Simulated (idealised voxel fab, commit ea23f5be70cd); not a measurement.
Process module in this document: voxel double patterning
Each square cell in cross-section cut measures 5 nm, and the section as a whole is 295 nm wide.
Cross-section = grid of square cells, listed top down in bands; band = one or more rows. Look at the band entry: it leads with the top's height and the bottom's height in nm. Then it lists the materials left to right, with a width in nm for each. The word "everywhere" on a single material says that material fills the band edge to edge. The word "empty" is empty space. All heights in this document are referenced to 0, defined as the level beneath which the wafer, as received, consists entirely of one material. The lowest band is not bounded below; it extends indefinitely downward and is written in the form "from 0 down". Width: "30 to 40" (first number = top row, second number = bottom row, same change from row to row of cells). Reading "no change" for a step: not a cell of the cross-section changed in it. Closed-off voids of 8+ cells (no open route to the top) go in "Sealed void list", written width x height at distance from the left edge, in nm. Where a step's line continues beyond its settings, the continuation is a remark by the simulator itself on that step. A step line may carry the setting "overlay nm", which, for steps involving a mask, states the distance by which the mask lay to the right of its intended position; negative values denote displacement to the left.

Listed below are the process steps as planned
step 1: RECEIVE [material Si]
step 2: CONFORMAL_DEP [material SiN] [thk nm 10]
step 3: DIRECTIONAL_DEP [material SiO2] [thk nm 15]
step 4: DIRECTIONAL_DEP [material SiCN] [thk nm 5]
step 5: PATTERN [tone open] [mask id FIRST] [material resist] [width nm 15] [pitch nm 50] [thk nm 15] [overlay nm 0]
step 6: DIRECTIONAL_ETCH [etch materials SiCN] [depth nm 5]
step 7: STRIP [etch materials resist]
step 8: DIRECTIONAL_DEP [material aC] [thk nm 10]
step 9: PATTERN [tone open] [mask id SECOND] [material resist] [width nm 15] [thk nm 30] [overlay nm 0]
step 10: DIRECTIONAL_ETCH [etch materials aC] [depth nm 10]
step 11: STRIP [etch materials resist]
step 12: DIRECTIONAL_ETCH [etch materials SiCN] [depth nm 5]
step 13: STRIP [etch materials aC]
step 14: DIRECTIONAL_ETCH [etch materials SiO2] [depth nm 15]
step 15: STRIP [etch materials SiCN]

As-received state of the wafer in cross-section, equivalent to post-step 1
	from 0 down | Si everywhere
	Sealed void list: none

Final cross-section, module run with one mistake (start and plan as above)
	from 25 to 10 | 115 nm SiO2  15 nm empty  5 nm SiO2  15 nm empty  15 nm SiO2  15 nm empty  115 nm SiO2
	from 10 to 0 | SiN everywhere
	from 0 down | Si everywhere
	Sealed void list: none
Against the plan, the run slipped here: off-plan run, step 9, actual operation and settings PATTERN [tone open] [mask id SECOND] [material resist] [width nm 15] [thk nm 30] [overlay nm -5]
